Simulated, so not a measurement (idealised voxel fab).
process module | voxel transistor to metal
cross-section cut | 150 nm wide | cells 5 nm
A cross-section is a grid of square cells, given in bands from the top down. A band is one or more rows of cells.
Each band's line starts with the height of the band's top and of its bottom, in nm. Then come its materials from left to right, each with its width in nm. One material with "throughout" fills the band from edge to edge. "air" is empty space.
Height 0 is the level under which the wafer as received is all one material. The lowest band goes on downwards, as in "0 down".
A width such as "30 to 40" changes by the same amount from each row of cells to the next, from the band's top row to its bottom row.
"no change" after a step means that no cell of the cross-section changed.
closed voids: empty space of 8 cells or more with no open way to the top, each as width x height at its distance from the left edge, in nm
after a step's settings: what the simulator itself notes on the step
overlay nm, on a step with a mask: how far to the right of its planned place the mask lay; to the left if negative
Each pair below shows a cross-section before one step and the cross-section after it, down to the lowest band that changed. The line under each pair gives the step between them, with its settings. The pairs can come from different runs of this module on the same starting wafer, so a pair continues from the pair above only where its "before" says so.
before
  15 to 5: SiO2 60 | air 30 | SiO2 60
  5 to -5: SiO2 40 | SiGe 15 | SiO2 5 | air 30 | SiO2 5 | SiGe 15 | SiO2 40
  -5 to -10: SiO2 40 | SiGe 15 | SiO2 40 | SiGe 15 | SiO2 40
  -10 to -25: SiO2 25 | SiGe 30 | Si 40 | SiGe 30 | SiO2 25
  -25 to -30: SiO2 25 | Si 100 | SiO2 25
  -30 down: Si throughout
  closed voids: none
after
  10 to 5: SiO2 55 | air 40 | SiO2 55
  5 to -10: SiO2 40 | SiGe 15 | air 40 | SiGe 15 | SiO2 40
  below -10: unchanged
  closed voids: none
the step between: op SELECTIVE_ETCH | etch materials SiO2 | depth nm 5
before: the cross-section after the pair above
after
  15 to 10: HfO2 60 | air 30 | HfO2 60
  10 to 5: SiO2 55 | HfO2 5 | air 30 | HfO2 5 | SiO2 55
  5 to -5: SiO2 40 | SiGe 15 | HfO2 5 | air 30 | HfO2 5 | SiGe 15 | SiO2 40
  -5 to -10: SiO2 40 | SiGe 15 | HfO2 40 | SiGe 15 | SiO2 40
  below -10: unchanged
  closed voids: none
the step between: op CONFORMAL_DEP | material HfO2 | thk nm 5
before: the cross-section after the pair above
after
  20 to 15: TiN 65 | air 20 | TiN 65
  15 to 10: HfO2 60 | TiN 5 | air 20 | TiN 5 | HfO2 60
  10 to 5: SiO2 55 | HfO2 5 | TiN 5 | air 20 | TiN 5 | HfO2 5 | SiO2 55
  5 to 0: SiO2 40 | SiGe 15 | HfO2 5 | TiN 5 | air 20 | TiN 5 | HfO2 5 | SiGe 15 | SiO2 40
  0 to -5: SiO2 40 | SiGe 15 | HfO2 5 | TiN 30 | HfO2 5 | SiGe 15 | SiO2 40
  below -5: unchanged
  closed voids: none
the step between: op CONFORMAL_DEP | material TiN | thk nm 5
before: the cross-section after the pair above
after
  25 to 20: W throughout
  20 to 15: TiN 65 | W 20 | TiN 65
  15 to 10: HfO2 60 | TiN 5 | W 20 | TiN 5 | HfO2 60
  10 to 5: SiO2 55 | HfO2 5 | TiN 5 | W 20 | TiN 5 | HfO2 5 | SiO2 55
  5 to 0: SiO2 40 | SiGe 15 | HfO2 5 | TiN 5 | W 20 | TiN 5 | HfO2 5 | SiGe 15 | SiO2 40
  below 0: unchanged
  closed voids: none
the step between: op FILL_DEP | material W | thk nm 5
before: the cross-section after the pair above
after
  10 to 5: SiO2 55 | HfO2 5 | TiN 5 | W 20 | TiN 5 | HfO2 5 | SiO2 55
  below 5: unchanged
  closed voids: none
the step between: op CMP | height nm 10
before: the cross-section after the pair above
after
  25 to 10: SiO2 throughout
  below 10: unchanged
  closed voids: none
the step between: op DIRECTIONAL_DEP | material SiO2 | thk nm 15
before: the cross-section after the pair above
after
  45 to 25: resist 25 | air 15 | resist 70 | air 15 | resist 25
  below 25: unchanged
  closed voids: none
the step between: op PATTERN | tone open | mask id CONTACT | material resist | width nm 15 | pitch nm 85 | thk nm 20 | overlay nm 0
before: the cross-section after the pair above
after
  45 to 25: resist 25 | air 15 | resist 70 | air 15 | resist 25
  25 to 10: SiO2 25 | air 15 | SiO2 70 | air 15 | SiO2 25
  10 to 5: SiO2 25 | air 15 | SiO2 15 | HfO2 5 | TiN 5 | W 20 | TiN 5 | HfO2 5 | SiO2 15 | air 15 | SiO2 25
  5 to 0: SiO2 25 | air 15 | SiGe 15 | HfO2 5 | TiN 5 | W 20 | TiN 5 | HfO2 5 | SiGe 15 | air 15 | SiO2 25
  0 to -5: SiO2 25 | air 15 | SiGe 15 | HfO2 5 | TiN 30 | HfO2 5 | SiGe 15 | air 15 | SiO2 25
  -5 to -10: SiO2 25 | air 15 | SiGe 15 | HfO2 40 | SiGe 15 | air 15 | SiO2 25
  below -10: unchanged
  closed voids: none
the step between: op DIRECTIONAL_ETCH | etch materials SiO2 | depth nm 35
before: the cross-section after the pair above
after
  25 to 10: SiO2 25 | air 15 | SiO2 70 | air 15 | SiO2 25
  below 10: unchanged
  closed voids: none
the step between: op STRIP | etch materials resist
before: the cross-section after the pair above
after
  30 to 25: TiN 30 | air 5 | TiN 80 | air 5 | TiN 30
  25 to 10: SiO2 25 | TiN 5 | air 5 | TiN 5 | SiO2 70 | TiN 5 | air 5 | TiN 5 | SiO2 25
  10 to 5: SiO2 25 | TiN 5 | air 5 | TiN 5 | SiO2 15 | HfO2 5 | TiN 5 | W 20 | TiN 5 | HfO2 5 | SiO2 15 | TiN 5 | air 5 | TiN 5 | SiO2 25
  5 to 0: SiO2 25 | TiN 5 | air 5 | TiN 5 | SiGe 15 | HfO2 5 | TiN 5 | W 20 | TiN 5 | HfO2 5 | SiGe 15 | TiN 5 | air 5 | TiN 5 | SiO2 25
  0 to -5: SiO2 25 | TiN 5 | air 5 | TiN 5 | SiGe 15 | HfO2 5 | TiN 30 | HfO2 5 | SiGe 15 | TiN 5 | air 5 | TiN 5 | SiO2 25
  -5 to -10: SiO2 25 | TiN 15 | SiGe 15 | HfO2 40 | SiGe 15 | TiN 15 | SiO2 25
  below -10: unchanged
  closed voids: none
the step between: op CONFORMAL_DEP | material TiN | thk nm 5
before: the cross-section after the pair above
after
  40 to 30: W throughout
  30 to 25: TiN 30 | W 5 | TiN 80 | W 5 | TiN 30
  25 to 10: SiO2 25 | TiN 5 | W 5 | TiN 5 | SiO2 70 | TiN 5 | W 5 | TiN 5 | SiO2 25
  10 to 5: SiO2 25 | TiN 5 | W 5 | TiN 5 | SiO2 15 | HfO2 5 | TiN 5 | W 20 | TiN 5 | HfO2 5 | SiO2 15 | TiN 5 | W 5 | TiN 5 | SiO2 25
  5 to 0: SiO2 25 | TiN 5 | W 5 | TiN 5 | SiGe 15 | HfO2 5 | TiN 5 | W 20 | TiN 5 | HfO2 5 | SiGe 15 | TiN 5 | W 5 | TiN 5 | SiO2 25
  0 to -5: SiO2 25 | TiN 5 | W 5 | TiN 5 | SiGe 15 | HfO2 5 | TiN 30 | HfO2 5 | SiGe 15 | TiN 5 | W 5 | TiN 5 | SiO2 25
  below -5: unchanged
  closed voids: none
the step between: op FILL_DEP | material W | thk nm 10
before: the cross-section after the pair above
after
  25 to 10: SiO2 25 | TiN 5 | W 5 | TiN 5 | SiO2 70 | TiN 5 | W 5 | TiN 5 | SiO2 25
  below 10: unchanged
  closed voids: none
the step between: op CMP | height nm 25
before: the cross-section after the pair above
after
  30 to 25: SiN throughout
  below 25: unchanged
  closed voids: none
the step between: op CONFORMAL_DEP | material SiN | thk nm 5
before: the cross-section after the pair above
after
  55 to 30: SiO2 throughout
  below 30: unchanged
  closed voids: none
the step between: op DIRECTIONAL_DEP | material SiO2 | thk nm 25
before: the cross-section after the pair above
after
  70 to 55: resist 25 | air 15 | resist 70 | air 15 | resist 25
  below 55: unchanged
  closed voids: none
the step between: op PATTERN | tone open | mask id METAL_1 | material resist | width nm 15 | pitch nm 85 | thk nm 15 | overlay nm 0
before: the cross-section after the pair above
after
  70 to 55: resist 25 | air 15 | resist 70 | air 15 | resist 25
  55 to 30: SiO2 25 | air 15 | SiO2 70 | air 15 | SiO2 25
  below 30: unchanged
  closed voids: none
the step between: op DIRECTIONAL_ETCH | etch materials SiO2 | depth nm 25
before: the cross-section after the pair above
after
  70 to 55: resist 25 | air 15 | resist 70 | air 15 | resist 25
  55 to 30: SiO2 25 | air 15 | SiO2 70 | air 15 | SiO2 25
  30 to 25: SiN 25 | air 15 | SiN 70 | air 15 | SiN 25
  below 25: unchanged
  closed voids: none
the step between: op DIRECTIONAL_ETCH | etch materials SiN | depth nm 5
before: the cross-section after the pair above
after
  55 to 30: SiO2 25 | air 15 | SiO2 70 | air 15 | SiO2 25
  below 30: unchanged
  closed voids: none
the step between: op STRIP | etch materials resist
before: the cross-section after the pair above
after
  60 to 55: TiN 30 | air 5 | TiN 80 | air 5 | TiN 30
  55 to 30: SiO2 25 | TiN 5 | air 5 | TiN 5 | SiO2 70 | TiN 5 | air 5 | TiN 5 | SiO2 25
  30 to 25: SiN 25 | TiN 15 | SiN 70 | TiN 15 | SiN 25
  below 25: unchanged
  closed voids: none
the step between: op CONFORMAL_DEP | material TiN | thk nm 5
before: the cross-section after the pair above
after
  70 to 60: Cu throughout
  60 to 55: TiN 30 | Cu 5 | TiN 80 | Cu 5 | TiN 30
  55 to 30: SiO2 25 | TiN 5 | Cu 5 | TiN 5 | SiO2 70 | TiN 5 | Cu 5 | TiN 5 | SiO2 25
  below 30: unchanged
  closed voids: none
the step between: op FILL_DEP | material Cu | thk nm 10
before: the cross-section after the pair above
after
  55 to 30: SiO2 25 | TiN 5 | Cu 5 | TiN 5 | SiO2 70 | TiN 5 | Cu 5 | TiN 5 | SiO2 25
  below 30: unchanged
  closed voids: none
the step between: op CMP | height nm 55
before: the cross-section after the pair above
after
  60 to 55: air 20 | Ru 25 | air 60 | Ru 25 | air 20
  below 55: unchanged
  closed voids: none
the step between: op EPI | material Ru | thk nm 5
before: the cross-section after the pair above
after
  65 to 60: SiCN throughout
  60 to 55: SiCN 20 | Ru 25 | SiCN 60 | Ru 25 | SiCN 20
  below 55: unchanged
  closed voids: none
the step between: op FILL_DEP | material SiCN | thk nm 5
before: the cross-section after the pair above
after
  100 to 65: lowk throughout
  below 65: unchanged
  closed voids: none
the step between: op DIRECTIONAL_DEP | material lowk | thk nm 35
before: the cross-section after the pair above
after
  110 to 100: aC throughout
  below 100: unchanged
  closed voids: none
the step between: op DIRECTIONAL_DEP | material aC | thk nm 10
before: the cross-section after the pair above
after
  135 to 110: resist 25 | air 15 | resist 70 | air 15 | resist 25
  below 110: unchanged
  closed voids: none
the step between: op PATTERN | tone open | mask id METAL_2 | material resist | width nm 15 | pitch nm 85 | thk nm 25 | overlay nm 0
before: the cross-section after the pair above
after
  125 to 110: resist 25 | air 15 | resist 70 | air 15 | resist 25
  110 to 100: aC 25 | air 15 | aC 70 | air 15 | aC 25
  below 100: unchanged
  closed voids: none
the step between: op DIRECTIONAL_ETCH | etch materials aC | depth nm 10
before: the cross-section after the pair above
after
  110 to 100: aC 25 | air 15 | aC 70 | air 15 | aC 25
  below 100: unchanged
  closed voids: none
the step between: op STRIP | etch materials resist
before: the cross-section after the pair above
after
  110 to 100: aC 25 | air 15 | aC 70 | air 15 | aC 25
  100 to 80: lowk 25 | air 15 | lowk 70 | air 15 | lowk 25
  below 80: unchanged
  closed voids: none
the step between: op DIRECTIONAL_ETCH | etch materials lowk | depth nm 20
before: the cross-section after the pair above
after
  100 to 80: lowk 25 | air 15 | lowk 70 | air 15 | lowk 25
  below 80: unchanged
  closed voids: none
the step between: op STRIP | etch materials aC
before: the cross-section after the pair above
after
  115 to 100: aC 25 | air 15 | aC 70 | air 15 | aC 25
  100 to 95: lowk 25 | air 15 | lowk 70 | air 15 | lowk 25
  95 to 80: lowk 25 | aC 15 | lowk 70 | aC 15 | lowk 25
  below 80: unchanged
  closed voids: none
the step between: op DIRECTIONAL_DEP | material aC | thk nm 15
before: the cross-section after the pair above
after
  150 to 115: resist 25 | air 15 | resist 70 | air 15 | resist 25
  below 115: unchanged
  closed voids: none
the step between: op PATTERN | tone open | mask id METAL_2_HOLES | material resist | width nm 15 | pitch nm 85 | thk nm 35 | overlay nm 0
before: the cross-section after the pair above
after
  135 to 115: resist 25 | air 15 | resist 70 | air 15 | resist 25
  115 to 100: aC 25 | air 15 | aC 70 | air 15 | aC 25
  100 to 80: lowk 25 | air 15 | lowk 70 | air 15 | lowk 25
  below 80: unchanged
  closed voids: none
the step between: op DIRECTIONAL_ETCH | etch materials aC | depth nm 15
before: the cross-section after the pair above
after
  115 to 100: aC 25 | air 15 | aC 70 | air 15 | aC 25
  below 100: unchanged
  closed voids: none
the step between: op STRIP | etch materials resist
before: the cross-section after the pair above
after
  115 to 100: aC 25 | air 15 | aC 70 | air 15 | aC 25
  100 to 65: lowk 25 | air 15 | lowk 70 | air 15 | lowk 25
  below 65: unchanged
  closed voids: none
the step between: op DIRECTIONAL_ETCH | etch materials lowk | depth nm 15
before: the cross-section after the pair above
after
  115 to 100: aC 25 | air 15 | aC 70 | air 15 | aC 25
  100 to 65: lowk 25 | air 15 | lowk 70 | air 15 | lowk 25
  65 to 60: SiCN 25 | air 15 | SiCN 70 | air 15 | SiCN 25
  below 60: unchanged
  closed voids: none
the step between: op DIRECTIONAL_ETCH | etch materials SiCN | depth nm 5
before: the cross-section after the pair above
after
  100 to 65: lowk 25 | air 15 | lowk 70 | air 15 | lowk 25
  below 65: unchanged
  closed voids: none
the step between: op STRIP | etch materials aC
before: the cross-section after the pair above
after
  105 to 100: TiN 30 | air 5 | TiN 80 | air 5 | TiN 30
  100 to 65: lowk 25 | TiN 5 | air 5 | TiN 5 | lowk 70 | TiN 5 | air 5 | TiN 5 | lowk 25
  65 to 60: SiCN 25 | TiN 15 | SiCN 70 | TiN 15 | SiCN 25
  below 60: unchanged
  closed voids: none
the step between: op CONFORMAL_DEP | material TiN | thk nm 5
before: the cross-section after the pair above
after
  110 to 105: Cu throughout
  105 to 100: TiN 30 | Cu 5 | TiN 80 | Cu 5 | TiN 30
  100 to 65: lowk 25 | TiN 5 | Cu 5 | TiN 5 | lowk 70 | TiN 5 | Cu 5 | TiN 5 | lowk 25
  below 65: unchanged
  closed voids: none
the step between: op FILL_DEP | material Cu | thk nm 5
before: the cross-section after the pair above
after
  100 to 65: lowk 25 | TiN 5 | Cu 5 | TiN 5 | lowk 70 | TiN 5 | Cu 5 | TiN 5 | lowk 25
  below 65: unchanged
  closed voids: none
the step between: op CMP | height nm 100
before: the cross-section after the pair above
after
  105 to 100: SiCN throughout
  below 100: unchanged
  closed voids: none
the step between: op CONFORMAL_DEP | material SiCN | thk nm 5
before
  25 to 10: SiO2 throughout
  10 to 5: SiO2 50 | SiN 5 | HfO2 5 | TiN 5 | W 20 | TiN 5 | HfO2 5 | SiN 5 | SiO2 50
  5 to 0: SiO2 20 | SiN 5 | SiO2 10 | SiGe 15 | SiN 5 | HfO2 5 | TiN 5 | W 20 | TiN 5 | HfO2 5 | SiN 5 | SiGe 15 | SiO2 10 | SiN 5 | SiO2 20
  0 to -5: SiO2 20 | SiN 5 | SiO2 10 | SiGe 15 | SiN 5 | HfO2 5 | TiN 30 | HfO2 5 | SiN 5 | SiGe 15 | SiO2 10 | SiN 5 | SiO2 20
  -5 to -10: SiO2 35 | SiGe 15 | SiO2 5 | HfO2 40 | SiO2 5 | SiGe 15 | SiO2 35
  -10 to -25: SiO2 25 | SiGe 25 | Si 50 | SiGe 25 | SiO2 25
  -25 to -30: SiO2 25 | Si 100 | SiO2 25
  -30 down: Si throughout
  closed voids: none
after
  40 to 10: SiO2 throughout
  below 10: unchanged
  closed voids: none
the step between: op DIRECTIONAL_DEP | material SiO2 | thk nm 15
before: the cross-section after the pair above
after
  60 to 40: resist 25 | air 15 | resist 70 | air 15 | resist 25
  below 40: unchanged
  closed voids: none
the step between: op PATTERN | tone open | mask id CONTACT | material resist | width nm 15 | pitch nm 85 | thk nm 20 | overlay nm 0
before: the cross-section after the pair above
after
  60 to 40: resist 25 | air 15 | resist 70 | air 15 | resist 25
  40 to 10: SiO2 25 | air 15 | SiO2 70 | air 15 | SiO2 25
  10 to 5: SiO2 25 | air 15 | SiO2 10 | SiN 5 | HfO2 5 | TiN 5 | W 20 | TiN 5 | HfO2 5 | SiN 5 | SiO2 10 | air 15 | SiO2 25
  below 5: unchanged
  closed voids: none
the step between: op DIRECTIONAL_ETCH | etch materials SiO2 | depth nm 35
before: the cross-section after the pair above
after
  40 to 10: SiO2 25 | air 15 | SiO2 70 | air 15 | SiO2 25
  below 10: unchanged
  closed voids: none
the step between: op STRIP | etch materials resist
before: the cross-section after the pair above
after
  45 to 40: TiN 30 | air 5 | TiN 80 | air 5 | TiN 30
  40 to 10: SiO2 25 | TiN 5 | air 5 | TiN 5 | SiO2 70 | TiN 5 | air 5 | TiN 5 | SiO2 25
  10 to 5: SiO2 25 | TiN 15 | SiO2 10 | SiN 5 | HfO2 5 | TiN 5 | W 20 | TiN 5 | HfO2 5 | SiN 5 | SiO2 10 | TiN 15 | SiO2 25
  below 5: unchanged
  closed voids: none
the step between: op CONFORMAL_DEP | material TiN | thk nm 5
before: the cross-section after the pair above
after
  55 to 45: W throughout
  45 to 40: TiN 30 | W 5 | TiN 80 | W 5 | TiN 30
  40 to 10: SiO2 25 | TiN 5 | W 5 | TiN 5 | SiO2 70 | TiN 5 | W 5 | TiN 5 | SiO2 25
  below 10: unchanged
  closed voids: none
the step between: op FILL_DEP | material W | thk nm 10
before: the cross-section after the pair above
after
  25 to 10: SiO2 25 | TiN 5 | W 5 | TiN 5 | SiO2 70 | TiN 5 | W 5 | TiN 5 | SiO2 25
  below 10: unchanged
  closed voids: none
the step between: op CMP | height nm 25
before: the cross-section after the pair above
after
  30 to 25: SiN throughout
  below 25: unchanged
  closed voids: none
the step between: op CONFORMAL_DEP | material SiN | thk nm 5
before: the cross-section after the pair above
after
  55 to 30: SiO2 throughout
  below 30: unchanged
  closed voids: none
the step between: op DIRECTIONAL_DEP | material SiO2 | thk nm 25
before: the cross-section after the pair above
after
  70 to 55: resist 25 | air 15 | resist 70 | air 15 | resist 25
  below 55: unchanged
  closed voids: none
the step between: op PATTERN | tone open | mask id METAL_1 | material resist | width nm 15 | pitch nm 85 | thk nm 15 | overlay nm 0
before: the cross-section after the pair above
after
  70 to 55: resist 25 | air 15 | resist 70 | air 15 | resist 25
  55 to 30: SiO2 25 | air 15 | SiO2 70 | air 15 | SiO2 25
  below 30: unchanged
  closed voids: none
the step between: op DIRECTIONAL_ETCH | etch materials SiO2 | depth nm 25
before: the cross-section after the pair above
after
  70 to 55: resist 25 | air 15 | resist 70 | air 15 | resist 25
  55 to 30: SiO2 25 | air 15 | SiO2 70 | air 15 | SiO2 25
  30 to 25: SiN 25 | air 15 | SiN 70 | air 15 | SiN 25
  below 25: unchanged
  closed voids: none
the step between: op DIRECTIONAL_ETCH | etch materials SiN | depth nm 5
before: the cross-section after the pair above
after
  55 to 30: SiO2 25 | air 15 | SiO2 70 | air 15 | SiO2 25
  below 30: unchanged
  closed voids: none
the step between: op STRIP | etch materials resist
before: the cross-section after the pair above
after
  60 to 55: TiN 30 | air 5 | TiN 80 | air 5 | TiN 30
  55 to 30: SiO2 25 | TiN 5 | air 5 | TiN 5 | SiO2 70 | TiN 5 | air 5 | TiN 5 | SiO2 25
  30 to 25: SiN 25 | TiN 15 | SiN 70 | TiN 15 | SiN 25
  below 25: unchanged
  closed voids: none
the step between: op CONFORMAL_DEP | material TiN | thk nm 5
before: the cross-section after the pair above
after
  70 to 60: Cu throughout
  60 to 55: TiN 30 | Cu 5 | TiN 80 | Cu 5 | TiN 30
  55 to 30: SiO2 25 | TiN 5 | Cu 5 | TiN 5 | SiO2 70 | TiN 5 | Cu 5 | TiN 5 | SiO2 25
  below 30: unchanged
  closed voids: none
the step between: op FILL_DEP | material Cu | thk nm 10
before: the cross-section after the pair above
after
  55 to 30: SiO2 25 | TiN 5 | Cu 5 | TiN 5 | SiO2 70 | TiN 5 | Cu 5 | TiN 5 | SiO2 25
  below 30: unchanged
  closed voids: none
the step between: op CMP | height nm 55
before: the cross-section after the pair above
after
  60 to 55: air 20 | Ru 25 | air 60 | Ru 25 | air 20
  below 55: unchanged
  closed voids: none
the step between: op EPI | material Ru | thk nm 5
before: the cross-section after the pair above
after
  65 to 60: SiCN throughout
  60 to 55: SiCN 20 | Ru 25 | SiCN 60 | Ru 25 | SiCN 20
  below 55: unchanged
  closed voids: none
the step between: op FILL_DEP | material SiCN | thk nm 5
before: the cross-section after the pair above
after
  100 to 65: lowk throughout
  below 65: unchanged
  closed voids: none
the step between: op DIRECTIONAL_DEP | material lowk | thk nm 35
before: the cross-section after the pair above
after
  110 to 100: aC throughout
  below 100: unchanged
  closed voids: none
the step between: op DIRECTIONAL_DEP | material aC | thk nm 10
before: the cross-section after the pair above
after
  135 to 110: resist 25 | air 15 | resist 70 | air 15 | resist 25
  below 110: unchanged
  closed voids: none
the step between: op PATTERN | tone open | mask id METAL_2 | material resist | width nm 15 | pitch nm 85 | thk nm 25 | overlay nm 0
before: the cross-section after the pair above
after
  125 to 110: resist 25 | air 15 | resist 70 | air 15 | resist 25
  110 to 100: aC 25 | air 15 | aC 70 | air 15 | aC 25
  below 100: unchanged
  closed voids: none
the step between: op DIRECTIONAL_ETCH | etch materials aC | depth nm 10
before: the cross-section after the pair above
after
  110 to 100: aC 25 | air 15 | aC 70 | air 15 | aC 25
  below 100: unchanged
  closed voids: none
the step between: op STRIP | etch materials resist
before: the cross-section after the pair above
after
  110 to 100: aC 25 | air 15 | aC 70 | air 15 | aC 25
  100 to 80: lowk 25 | air 15 | lowk 70 | air 15 | lowk 25
  below 80: unchanged
  closed voids: none
the step between: op DIRECTIONAL_ETCH | etch materials lowk | depth nm 20
before: the cross-section after the pair above
after
  100 to 80: lowk 25 | air 15 | lowk 70 | air 15 | lowk 25
  below 80: unchanged
  closed voids: none
the step between: op STRIP | etch materials aC
before: the cross-section after the pair above
after
  115 to 100: aC 25 | air 15 | aC 70 | air 15 | aC 25
  100 to 95: lowk 25 | air 15 | lowk 70 | air 15 | lowk 25
  95 to 80: lowk 25 | aC 15 | lowk 70 | aC 15 | lowk 25
  below 80: unchanged
  closed voids: none
the step between: op DIRECTIONAL_DEP | material aC | thk nm 15
before: the cross-section after the pair above
after
  150 to 115: resist 25 | air 15 | resist 70 | air 15 | resist 25
  below 115: unchanged
  closed voids: none
the step between: op PATTERN | tone open | mask id METAL_2_HOLES | material resist | width nm 15 | pitch nm 85 | thk nm 35 | overlay nm 0
before: the cross-section after the pair above
after
  135 to 115: resist 25 | air 15 | resist 70 | air 15 | resist 25
  115 to 100: aC 25 | air 15 | aC 70 | air 15 | aC 25
  100 to 80: lowk 25 | air 15 | lowk 70 | air 15 | lowk 25
  below 80: unchanged
  closed voids: none
the step between: op DIRECTIONAL_ETCH | etch materials aC | depth nm 15
before: the cross-section after the pair above
after
  115 to 100: aC 25 | air 15 | aC 70 | air 15 | aC 25
  below 100: unchanged
  closed voids: none
the step between: op STRIP | etch materials resist
before: the cross-section after the pair above
after
  115 to 100: aC 25 | air 15 | aC 70 | air 15 | aC 25
  100 to 65: lowk 25 | air 15 | lowk 70 | air 15 | lowk 25
  below 65: unchanged
  closed voids: none
the step between: op DIRECTIONAL_ETCH | etch materials lowk | depth nm 15
before: the cross-section after the pair above
after
  115 to 100: aC 25 | air 15 | aC 70 | air 15 | aC 25
  100 to 65: lowk 25 | air 15 | lowk 70 | air 15 | lowk 25
  65 to 60: SiCN 25 | air 15 | SiCN 70 | air 15 | SiCN 25
  below 60: unchanged
  closed voids: none
the step between: op DIRECTIONAL_ETCH | etch materials SiCN | depth nm 5
before: the cross-section after the pair above
after
  100 to 65: lowk 25 | air 15 | lowk 70 | air 15 | lowk 25
  below 65: unchanged
  closed voids: none
the step between: op STRIP | etch materials aC
before: the cross-section after the pair above
after
  105 to 100: TiN 30 | air 5 | TiN 80 | air 5 | TiN 30
  100 to 65: lowk 25 | TiN 5 | air 5 | TiN 5 | lowk 70 | TiN 5 | air 5 | TiN 5 | lowk 25
  65 to 60: SiCN 25 | TiN 15 | SiCN 70 | TiN 15 | SiCN 25
  below 60: unchanged
  closed voids: none
the step between: op CONFORMAL_DEP | material TiN | thk nm 5
before: the cross-section after the pair above
after
  110 to 105: Cu throughout
  105 to 100: TiN 30 | Cu 5 | TiN 80 | Cu 5 | TiN 30
  100 to 65: lowk 25 | TiN 5 | Cu 5 | TiN 5 | lowk 70 | TiN 5 | Cu 5 | TiN 5 | lowk 25
  below 65: unchanged
  closed voids: none
the step between: op FILL_DEP | material Cu | thk nm 5
before: the cross-section after the pair above
after
  100 to 65: lowk 25 | TiN 5 | Cu 5 | TiN 5 | lowk 70 | TiN 5 | Cu 5 | TiN 5 | lowk 25
  below 65: unchanged
  closed voids: none
the step between: op CMP | height nm 100
before: the cross-section after the pair above
after
  105 to 100: SiCN throughout
  below 100: unchanged
  closed voids: none
the step between: op CONFORMAL_DEP | material SiCN | thk nm 5
before
  15 to 0: SiO2 20 | SiN 110 | SiO2 20
  0 to -5: SiO2 throughout
  -5 to -30: SiO2 25 | Si 100 | SiO2 25
  -30 down: Si throughout
  closed voids: none
after
  15 to 0: SiO2 20 | air 110 | SiO2 20
  below 0: unchanged
  closed voids: none
the step between: op STRIP | etch materials SiN
before: the cross-section after the pair above
after
  10 to -5: SiO2 15 | air 120 | SiO2 15
  below -5: unchanged
  closed voids: none
the step between: op SELECTIVE_ETCH | etch materials SiO2 | depth nm 5
before: the cross-section after the pair above
after
  5 to -5: SiO2 10 | air 130 | SiO2 10
  -5 to -10: SiO2 10 | air 15 | Si 100 | air 15 | SiO2 10
  below -10: unchanged
  closed voids: none
the step between: op SELECTIVE_ETCH | etch materials SiO2 | depth nm 5
before: the cross-section after the pair above
after
  5 to -5: SiO2 10 | air 130 | SiO2 10
  -5 to -10: SiO2 10 | air 15 | SiO2 100 | air 15 | SiO2 10
  -10 to -15: SiO2 30 | Si 90 | SiO2 30
  below -15: unchanged
  closed voids: none
the step between: op OXIDIZE | depth nm 5
before: the cross-section after the pair above
after
  25 to 15: polySi 10 | air 130 | polySi 10
  15 to 10: polySi 10 | air 15 | polySi 100 | air 15 | polySi 10
  10 to 5: polySi throughout
  5 to -5: SiO2 10 | polySi 130 | SiO2 10
  -5 to -10: SiO2 10 | polySi 15 | SiO2 100 | polySi 15 | SiO2 10
  below -10: unchanged
  closed voids: none
the step between: op DIRECTIONAL_DEP | material polySi | thk nm 20
before: the cross-section after the pair above
after
  35 to 25: SiCN 10 | air 130 | SiCN 10
  25 to 20: polySi 10 | air 15 | SiCN 100 | air 15 | polySi 10
  20 to 15: polySi 10 | SiCN 130 | polySi 10
  15 to 10: polySi 10 | SiCN 15 | polySi 100 | SiCN 15 | polySi 10
  below 10: unchanged
  closed voids: none
the step between: op DIRECTIONAL_DEP | material SiCN | thk nm 10
before: the cross-section after the pair above
after
  50 to 40: aC 10 | air 130 | aC 10
  40 to 35: aC 10 | air 15 | aC 100 | air 15 | aC 10
  35 to 25: SiCN 10 | aC 130 | SiCN 10
  25 to 20: polySi 10 | aC 15 | SiCN 100 | aC 15 | polySi 10
  below 20: unchanged
  closed voids: none
the step between: op DIRECTIONAL_DEP | material aC | thk nm 15
before: the cross-section after the pair above
after
  85 to 50: air 60 | resist 30 | air 60
  50 to 40: aC 10 | air 50 | resist 30 | air 50 | aC 10
  below 40: unchanged
  closed voids: none
the step between: op PATTERN | tone cover | mask id GATE | material resist | width nm 30 | thk nm 35 | overlay nm 0
before: the cross-section after the pair above
after
  70 to 40: air 60 | resist 30 | air 60
  40 to 35: air 60 | aC 30 | air 60
  35 to 25: SiCN 10 | air 50 | aC 30 | air 50 | SiCN 10
  25 to 20: polySi 10 | air 15 | SiCN 100 | air 15 | polySi 10
  below 20: unchanged
  closed voids: none
the step between: op DIRECTIONAL_ETCH | etch materials aC | depth nm 15
before: the cross-section after the pair above
after
  40 to 35: air 60 | aC 30 | air 60
  below 35: unchanged
  closed voids: none
the step between: op STRIP | etch materials resist
before: the cross-section after the pair above
after
  40 to 25: air 60 | aC 30 | air 60
  25 to 15: polySi 10 | air 50 | SiCN 30 | air 50 | polySi 10
  15 to 10: polySi 10 | air 15 | polySi 100 | air 15 | polySi 10
  below 10: unchanged
  closed voids: none
the step between: op DIRECTIONAL_ETCH | etch materials SiCN | depth nm 20
before: the cross-section after the pair above
after
  40 to 25: air 60 | aC 30 | air 60
  25 to 15: air 60 | SiCN 30 | air 60
  15 to 5: air 60 | polySi 30 | air 60
  5 to -5: SiO2 10 | air 50 | polySi 30 | air 50 | SiO2 10
  -5 to -10: SiO2 10 | air 15 | SiO2 100 | air 15 | SiO2 10
  below -10: unchanged
  closed voids: none
the step between: op DIRECTIONAL_ETCH | etch materials polySi | depth nm 30
before: the cross-section after the pair above
after
  25 to 15: air 60 | SiCN 30 | air 60
  below 15: unchanged
  closed voids: none
the step between: op STRIP | etch materials aC
before: the cross-section after the pair above
after
  30 to 25: air 55 | SiO2 40 | air 55
  25 to 15: air 55 | SiO2 5 | SiCN 30 | SiO2 5 | air 55
  15 to 10: air 55 | SiO2 5 | polySi 30 | SiO2 5 | air 55
  10 to 0: SiO2 15 | air 40 | SiO2 5 | polySi 30 | SiO2 5 | air 40 | SiO2 15
  0 to -5: SiO2 15 | air 5 | SiO2 40 | polySi 30 | SiO2 40 | air 5 | SiO2 15
  -5 to -10: SiO2 throughout
  below -10: unchanged
  closed voids: none
the step between: op CONFORMAL_DEP | material SiO2 | thk nm 5
before: the cross-section after the pair above
after
  25 to 15: air 55 | SiO2 5 | SiCN 30 | SiO2 5 | air 55
  15 to 5: air 55 | SiO2 5 | polySi 30 | SiO2 5 | air 55
  5 to -5: SiO2 15 | air 40 | SiO2 5 | polySi 30 | SiO2 5 | air 40 | SiO2 15
  -5 to -10: SiO2 15 | air 5 | SiO2 110 | air 5 | SiO2 15
  below -10: unchanged
  closed voids: none
the step between: op DIRECTIONAL_ETCH | etch materials SiO2 | depth nm 5
